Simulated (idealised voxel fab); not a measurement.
Process module name: voxel released beams
Shown is cross-section cut, with a width of 230 nm and square cells of size 5 nm.
Cross-section format: a grid of square cells, given as bands from top to bottom; each band is one or more rows of cells.
Band: top height; bottom height; in nm. Then, left to right: material with width in nm, for each material. "full width": a single material spanning edge to edge. "air": empty space.
Height datum 0, below which the as-received substrate wafer is one material. Lowest band open at the bottom, running downward: "from 0 down".
The two numbers in a width such as "30 to 40" mark its ends across the band: the first belongs to the top row of cells, the second to the bottom row, and from each row to the next the width moves by the same amount.
"no change" for a step: no cell of the cross-section changed in that step.
This entry, "Completely enclosed voids", enumerates those empty regions of no fewer than 8 cells that possess no open connection to the top. Each region is reported in the form width x height at distance, the distance being taken from the left edge, with all three quantities expressed in nm.
Post-settings text on a step line: simulator's own remark regarding the step.
A step line may carry the setting "overlay nm", which, for steps involving a mask, states the distance by which the mask lay to the right of its intended position; negative values denote displacement to the left.

These are the steps we planned for the process:
1 op RECEIVE | material Si
2 op CONFORMAL_DEP | material SiN | thk nm 5
3 op DIRECTIONAL_DEP | material SiO2 | thk nm 10
4 op PATTERN | tone open | mask id ANCHOR | material resist | width nm 25 | thk nm 20 | overlay nm 0
5 op DIRECTIONAL_ETCH | etch materials SiO2 | depth nm 10
6 op STRIP | etch materials resist
7 op CONFORMAL_DEP | material polySi | thk nm 10
8 op DIRECTIONAL_DEP | material aC | thk nm 10
9 op PATTERN | tone cover | mask id BEAM | material resist | width nm 95 | thk nm 30 | overlay nm 0
10 op DIRECTIONAL_ETCH | etch materials aC | depth nm 10
11 op STRIP | etch materials resist
12 op DIRECTIONAL_ETCH | etch materials polySi | depth nm 10
13 op STRIP | etch materials aC
14 op STRIP | etch materials SiO2

Of two wafers, the first: run according to plan:

Cross-section of the wafer as it came to us, i.e., already through step 1:
* from 0 down | Si full width
* Completely enclosed voids: none

After step 2:
* from 5 to 0 | SiN full width
* Under the height 0 nothing was changed.

After step 3:
* from 15 to 5 | SiO2 full width
* Under the height 5 nothing was changed.

After step 4:
* from 35 to 15 | resist 70  air 25  resist 135
* Under the height 15 nothing was changed.

After step 5:
* from 35 to 15 | resist 70  air 25  resist 135
* from 15 to 5 | SiO2 70  air 25  SiO2 135
* Under the height 5 nothing was changed.

After step 6:
* from 15 to 5 | SiO2 70  air 25  SiO2 135
* Under the height 5 nothing was changed.

After step 7:
* from 25 to 15 | polySi 80  air 5  polySi 145
* from 15 to 5 | SiO2 70  polySi 25  SiO2 135
* Under the height 5 nothing was changed.

After step 8:
* from 35 to 25 | aC 80  air 5  aC 145
* from 25 to 15 | polySi 80  aC 5  polySi 145
* Under the height 15 nothing was changed.

After step 9:
* from 65 to 35 | air 65  resist 95  air 70
* from 35 to 25 | aC 80  resist 5  aC 145
* Under the height 25 nothing was changed.

After step 10:
* from 55 to 35 | air 65  resist 95  air 70
* from 35 to 25 | air 65  aC 15  resist 5  aC 75  air 70
* Under the height 25 nothing was changed.

After step 11:
* from 35 to 25 | air 65  aC 15  air 5  aC 75  air 70
* Under the height 25 nothing was changed.

After step 12:
* from 35 to 25 | air 65  aC 15  air 5  aC 75  air 70
* from 25 to 15 | air 65  polySi 15  aC 5  polySi 75  air 70
* Under the height 15 nothing was changed.

After step 13:
* from 25 to 15 | air 65  polySi 15  air 5  polySi 75  air 70
* Under the height 15 nothing was changed.

After step 14:
* from 25 to 15 | air 65  polySi 15  air 5  polySi 75  air 70
* from 15 to 5 | air 70  polySi 25  air 135
* Under the height 5 nothing was changed.

Second wafer, same starting state and plan as the first, one mistake in the run, identical through step 6:

Cross-sectional representation of the second wafer at the time designated in the plan for the completion of step 7:
* from 30 to 15 | polySi full width
* from 15 to 5 | SiO2 70  polySi 25  SiO2 135
* Under the height 5 nothing was changed.

Cross-sectional representation of the second wafer at the time designated in the plan for the completion of step 8:
* from 40 to 30 | aC full width
* Under the height 30 nothing was changed.

Cross-sectional representation of the second wafer at the time designated in the plan for the completion of step 9:
* from 70 to 40 | air 65  resist 95  air 70
* Under the height 40 nothing was changed.

Cross-sectional representation of the second wafer at the time designated in the plan for the completion of step 10:
* from 60 to 40 | air 65  resist 95  air 70
* from 40 to 30 | air 65  aC 95  air 70
* Under the height 30 nothing was changed.

Cross-sectional representation of the second wafer at the time designated in the plan for the completion of step 11:
* from 40 to 30 | air 65  aC 95  air 70
* Under the height 30 nothing was changed.

Cross-sectional representation of the second wafer at the time designated in the plan for the completion of step 12:
* from 40 to 30 | air 65  aC 95  air 70
* from 30 to 20 | air 65  polySi 95  air 70
* Under the height 20 nothing was changed.

Cross-sectional representation of the second wafer at the time designated in the plan for the completion of step 13:
* from 30 to 20 | air 65  polySi 95  air 70
* Under the height 20 nothing was changed.

Cross-sectional representation of the second wafer at the time designated in the plan for the completion of step 14: no change
Short version of what went wrong: step 7: run off-plan, actual operation and settings op CONFORMAL_DEP | material polySi | thk nm 15
Materials where the second wafer ends with more or fewer cells than the first: SiO2: 82 more | polySi: 48 more
